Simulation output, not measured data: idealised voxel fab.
process module | voxel wiring stack
cross-section cut | 160 nm wide | cells 5 nm
A cross-section is a grid of square cells, given in bands from the top down. A band is one or more rows of cells.
Each band's line starts with the height of the band's top and of its bottom, in nm. Then come its materials from left to right, each with its width in nm. One material with "throughout" fills the band from edge to edge. "air" is empty space.
Height 0 is the level under which the wafer as received is all one material. The lowest band goes on downwards, as in "0 down".
A width such as "30 to 40" changes by the same amount from each row of cells to the next, from the band's top row to its bottom row.
"no change" after a step means that no cell of the cross-section changed.
closed voids: empty space of 8 cells or more with no open way to the top, each as width x height at its distance from the left edge, in nm
after a step's settings: what the simulator itself notes on the step
overlay nm, on a step with a mask: how far to the right of its planned place the mask lay; to the left if negative
plan
1 op RECEIVE | material Si
2 op CONFORMAL_DEP | material SiO2 | thk nm 15
3 op CONFORMAL_DEP | material SiN | thk nm 5
4 op DIRECTIONAL_DEP | material SiO2 | thk nm 15
5 op PATTERN | tone open | mask id METAL_1 | material resist | width nm 30 | pitch nm 45 | thk nm 15 | overlay nm 0
6 op DIRECTIONAL_ETCH | etch materials SiO2 | depth nm 15
7 op DIRECTIONAL_ETCH | etch materials SiN | depth nm 5
8 op STRIP | etch materials resist
9 op CONFORMAL_DEP | material TiN | thk nm 5
10 op FILL_DEP | material W | thk nm 10
11 op CMP | height nm 35
12 op CONFORMAL_DEP | material SiCN | thk nm 5
13 op DIRECTIONAL_DEP | material SiO2 | thk nm 20
14 op PATTERN | tone open | mask id PLUG_1 | material resist | width nm 15 | thk nm 15 | overlay nm 0
15 op DIRECTIONAL_ETCH | etch materials SiO2 | depth nm 20
16 op DIRECTIONAL_ETCH | etch materials SiCN | depth nm 5
17 op STRIP | etch materials resist
18 op EPI | material Ru | thk nm 10
19 op EPI | material Ru | thk nm 10
20 op EPI | material Ru | thk nm 5
21 op CONFORMAL_DEP | material SiCN | thk nm 5
22 op DIRECTIONAL_DEP | material SiO2 | thk nm 15
23 op PATTERN | tone open | mask id METAL_2 | material resist | width nm 30 | pitch nm 45 | thk nm 20 | overlay nm 0
24 op DIRECTIONAL_ETCH | etch materials SiO2 | depth nm 15
25 op DIRECTIONAL_ETCH | etch materials SiCN | depth nm 5
26 op STRIP | etch materials resist
27 op CONFORMAL_DEP | material TiN | thk nm 5
28 op FILL_DEP | material Ru | thk nm 5
29 op CMP | height nm 80
30 op CONFORMAL_DEP | material SiCN | thk nm 5
31 op DIRECTIONAL_DEP | material lowk | thk nm 15
32 op PATTERN | tone open | mask id PLUG_2 | material resist | width nm 15 | thk nm 15 | overlay nm 0
33 op DIRECTIONAL_ETCH | etch materials lowk | depth nm 15
34 op DIRECTIONAL_ETCH | etch materials SiCN | depth nm 5
35 op STRIP | etch materials resist
36 op CONFORMAL_DEP | material TiN | thk nm 5
37 op FILL_DEP | material Ru | thk nm 10
38 op CMP | height nm 100
39 op CONFORMAL_DEP | material SiN | thk nm 5
40 op DIRECTIONAL_DEP | material lowk | thk nm 25
41 op PATTERN | tone open | mask id METAL_3 | material resist | width nm 30 | pitch nm 45 | thk nm 15 | overlay nm 0
42 op DIRECTIONAL_ETCH | etch materials lowk | depth nm 25
43 op DIRECTIONAL_ETCH | etch materials SiN | depth nm 5
44 op STRIP | etch materials resist
45 op CONFORMAL_DEP | material TiN | thk nm 5
46 op FILL_DEP | material W | thk nm 10
47 op CMP | height nm 130
48 op CONFORMAL_DEP | material SiCN | thk nm 5
first wafer, as planned
as received, after step 1
  0 down: Si throughout
  closed voids: none
after step 2
  15 to 0: SiO2 throughout
  below 0: unchanged
after step 3
  20 to 15: SiN throughout
  below 15: unchanged
after step 4
  35 to 20: SiO2 throughout
  below 20: unchanged
after step 5
  50 to 35: resist 40 | air 30 | resist 15 | air 30 | resist 45
  below 35: unchanged
after step 6
  50 to 35: resist 40 | air 30 | resist 15 | air 30 | resist 45
  35 to 20: SiO2 40 | air 30 | SiO2 15 | air 30 | SiO2 45
  below 20: unchanged
after step 7
  50 to 35: resist 40 | air 30 | resist 15 | air 30 | resist 45
  35 to 20: SiO2 40 | air 30 | SiO2 15 | air 30 | SiO2 45
  20 to 15: SiN 40 | air 30 | SiN 15 | air 30 | SiN 45
  below 15: unchanged
after step 8
  35 to 20: SiO2 40 | air 30 | SiO2 15 | air 30 | SiO2 45
  below 20: unchanged
after step 9
  40 to 35: TiN 45 | air 20 | TiN 25 | air 20 | TiN 50
  35 to 20: SiO2 40 | TiN 5 | air 20 | TiN 5 | SiO2 15 | TiN 5 | air 20 | TiN 5 | SiO2 45
  20 to 15: SiN 40 | TiN 30 | SiN 15 | TiN 30 | SiN 45
  below 15: unchanged
after step 10
  50 to 40: W throughout
  40 to 35: TiN 45 | W 20 | TiN 25 | W 20 | TiN 50
  35 to 20: SiO2 40 | TiN 5 | W 20 | TiN 5 | SiO2 15 | TiN 5 | W 20 | TiN 5 | SiO2 45
  below 20: unchanged
after step 11
  35 to 20: SiO2 40 | TiN 5 | W 20 | TiN 5 | SiO2 15 | TiN 5 | W 20 | TiN 5 | SiO2 45
  below 20: unchanged
after step 12
  40 to 35: SiCN throughout
  below 35: unchanged
after step 13
  60 to 40: SiO2 throughout
  below 40: unchanged
after step 14
  75 to 60: resist 40 | air 15 | resist 105
  below 60: unchanged
after step 15
  75 to 60: resist 40 | air 15 | resist 105
  60 to 40: SiO2 40 | air 15 | SiO2 105
  below 40: unchanged
after step 16
  75 to 60: resist 40 | air 15 | resist 105
  60 to 40: SiO2 40 | air 15 | SiO2 105
  40 to 35: SiCN 40 | air 15 | SiCN 105
  below 35: unchanged
after step 17
  60 to 40: SiO2 40 | air 15 | SiO2 105
  below 40: unchanged
after step 18
  60 to 45: SiO2 40 | air 15 | SiO2 105
  45 to 40: SiO2 40 | Ru 15 | SiO2 105
  40 to 35: SiCN 40 | Ru 15 | SiCN 105
  below 35: unchanged
after step 19
  60 to 55: SiO2 40 | air 15 | SiO2 105
  55 to 40: SiO2 40 | Ru 15 | SiO2 105
  below 40: unchanged
after step 20
  60 to 40: SiO2 40 | Ru 15 | SiO2 105
  below 40: unchanged
after step 21
  65 to 60: SiCN throughout
  below 60: unchanged
after step 22
  80 to 65: SiO2 throughout
  below 65: unchanged
after step 23
  100 to 80: resist 40 | air 30 | resist 15 | air 30 | resist 45
  below 80: unchanged
after step 24
  100 to 80: resist 40 | air 30 | resist 15 | air 30 | resist 45
  80 to 65: SiO2 40 | air 30 | SiO2 15 | air 30 | SiO2 45
  below 65: unchanged
after step 25
  100 to 80: resist 40 | air 30 | resist 15 | air 30 | resist 45
  80 to 65: SiO2 40 | air 30 | SiO2 15 | air 30 | SiO2 45
  65 to 60: SiCN 40 | air 30 | SiCN 15 | air 30 | SiCN 45
  below 60: unchanged
after step 26
  80 to 65: SiO2 40 | air 30 | SiO2 15 | air 30 | SiO2 45
  below 65: unchanged
after step 27
  85 to 80: TiN 45 | air 20 | TiN 25 | air 20 | TiN 50
  80 to 65: SiO2 40 | TiN 5 | air 20 | TiN 5 | SiO2 15 | TiN 5 | air 20 | TiN 5 | SiO2 45
  65 to 60: SiCN 40 | TiN 30 | SiCN 15 | TiN 30 | SiCN 45
  below 60: unchanged
after step 28
  90 to 85: Ru throughout
  85 to 80: TiN 45 | Ru 20 | TiN 25 | Ru 20 | TiN 50
  80 to 65: SiO2 40 | TiN 5 | Ru 20 | TiN 5 | SiO2 15 | TiN 5 | Ru 20 | TiN 5 | SiO2 45
  below 65: unchanged
after step 29
  80 to 65: SiO2 40 | TiN 5 | Ru 20 | TiN 5 | SiO2 15 | TiN 5 | Ru 20 | TiN 5 | SiO2 45
  below 65: unchanged
after step 30
  85 to 80: SiCN throughout
  below 80: unchanged
after step 31
  100 to 85: lowk throughout
  below 85: unchanged
after step 32
  115 to 100: resist 40 | air 15 | resist 105
  below 100: unchanged
after step 33
  115 to 100: resist 40 | air 15 | resist 105
  100 to 85: lowk 40 | air 15 | lowk 105
  below 85: unchanged
after step 34
  115 to 100: resist 40 | air 15 | resist 105
  100 to 85: lowk 40 | air 15 | lowk 105
  85 to 80: SiCN 40 | air 15 | SiCN 105
  below 80: unchanged
after step 35
  100 to 85: lowk 40 | air 15 | lowk 105
  below 85: unchanged
after step 36
  105 to 100: TiN 45 | air 5 | TiN 110
  100 to 85: lowk 40 | TiN 5 | air 5 | TiN 5 | lowk 105
  85 to 80: SiCN 40 | TiN 15 | SiCN 105
  below 80: unchanged
after step 37
  115 to 105: Ru throughout
  105 to 100: TiN 45 | Ru 5 | TiN 110
  100 to 85: lowk 40 | TiN 5 | Ru 5 | TiN 5 | lowk 105
  below 85: unchanged
after step 38
  100 to 85: lowk 40 | TiN 5 | Ru 5 | TiN 5 | lowk 105
  below 85: unchanged
after step 39
  105 to 100: SiN throughout
  below 100: unchanged
after step 40
  130 to 105: lowk throughout
  below 105: unchanged
after step 41
  145 to 130: resist 40 | air 30 | resist 15 | air 30 | resist 45
  below 130: unchanged
after step 42
  145 to 130: resist 40 | air 30 | resist 15 | air 30 | resist 45
  130 to 105: lowk 40 | air 30 | lowk 15 | air 30 | lowk 45
  below 105: unchanged
after step 43
  145 to 130: resist 40 | air 30 | resist 15 | air 30 | resist 45
  130 to 105: lowk 40 | air 30 | lowk 15 | air 30 | lowk 45
  105 to 100: SiN 40 | air 30 | SiN 15 | air 30 | SiN 45
  below 100: unchanged
after step 44
  130 to 105: lowk 40 | air 30 | lowk 15 | air 30 | lowk 45
  below 105: unchanged
after step 45
  135 to 130: TiN 45 | air 20 | TiN 25 | air 20 | TiN 50
  130 to 105: lowk 40 | TiN 5 | air 20 | TiN 5 | lowk 15 | TiN 5 | air 20 | TiN 5 | lowk 45
  105 to 100: SiN 40 | TiN 30 | SiN 15 | TiN 30 | SiN 45
  below 100: unchanged
after step 46
  145 to 135: W throughout
  135 to 130: TiN 45 | W 20 | TiN 25 | W 20 | TiN 50
  130 to 105: lowk 40 | TiN 5 | W 20 | TiN 5 | lowk 15 | TiN 5 | W 20 | TiN 5 | lowk 45
  below 105: unchanged
after step 47
  130 to 105: lowk 40 | TiN 5 | W 20 | TiN 5 | lowk 15 | TiN 5 | W 20 | TiN 5 | lowk 45
  below 105: unchanged
after step 48
  135 to 130: SiCN throughout
  below 130: unchanged
second wafer: like start, like plan, one mistake. Through step 29 it matches the first wafer
when step 30 should have ended
  95 to 80: lowk throughout
  below 80: unchanged
when step 31 should have ended
  100 to 95: SiCN throughout
  below 95: unchanged
when step 32 should have ended
  115 to 100: resist 40 | air 15 | resist 105
  below 100: unchanged
when step 33 should have ended: no change
when step 34 should have ended
  115 to 100: resist 40 | air 15 | resist 105
  100 to 95: SiCN 40 | air 15 | SiCN 105
  below 95: unchanged
when step 35 should have ended
  100 to 95: SiCN 40 | air 15 | SiCN 105
  below 95: unchanged
when step 36 should have ended
  105 to 100: TiN 45 | air 5 | TiN 110
  100 to 95: SiCN 40 | TiN 15 | SiCN 105
  below 95: unchanged
when step 37 should have ended
  115 to 105: Ru throughout
  105 to 100: TiN 45 | Ru 5 | TiN 110
  below 100: unchanged
when step 38 should have ended
  100 to 95: SiCN 40 | TiN 15 | SiCN 105
  below 95: unchanged
when step 39 should have ended
  105 to 100: SiN throughout
  below 100: unchanged
when step 40 should have ended
  130 to 105: lowk throughout
  below 105: unchanged
when step 41 should have ended
  145 to 130: resist 40 | air 30 | resist 15 | air 30 | resist 45
  below 130: unchanged
when step 42 should have ended
  145 to 130: resist 40 | air 30 | resist 15 | air 30 | resist 45
  130 to 105: lowk 40 | air 30 | lowk 15 | air 30 | lowk 45
  below 105: unchanged
when step 43 should have ended
  145 to 130: resist 40 | air 30 | resist 15 | air 30 | resist 45
  130 to 105: lowk 40 | air 30 | lowk 15 | air 30 | lowk 45
  105 to 100: SiN 40 | air 30 | SiN 15 | air 30 | SiN 45
  below 100: unchanged
when step 44 should have ended
  130 to 105: lowk 40 | air 30 | lowk 15 | air 30 | lowk 45
  below 105: unchanged
when step 45 should have ended
  135 to 130: TiN 45 | air 20 | TiN 25 | air 20 | TiN 50
  130 to 105: lowk 40 | TiN 5 | air 20 | TiN 5 | lowk 15 | TiN 5 | air 20 | TiN 5 | lowk 45
  105 to 100: SiN 40 | TiN 30 | SiN 15 | TiN 30 | SiN 45
  below 100: unchanged
when step 46 should have ended
  145 to 135: W throughout
  135 to 130: TiN 45 | W 20 | TiN 25 | W 20 | TiN 50
  130 to 105: lowk 40 | TiN 5 | W 20 | TiN 5 | lowk 15 | TiN 5 | W 20 | TiN 5 | lowk 45
  below 105: unchanged
when step 47 should have ended
  130 to 105: lowk 40 | TiN 5 | W 20 | TiN 5 | lowk 15 | TiN 5 | W 20 | TiN 5 | lowk 45
  below 105: unchanged
when step 48 should have ended
  135 to 130: SiCN throughout
  below 130: unchanged
what went wrong: steps 30 and 31 were swapped
at the end the second wafer has, in cells: 3 fewer of Ru | 6 fewer of TiN | 9 more of lowk
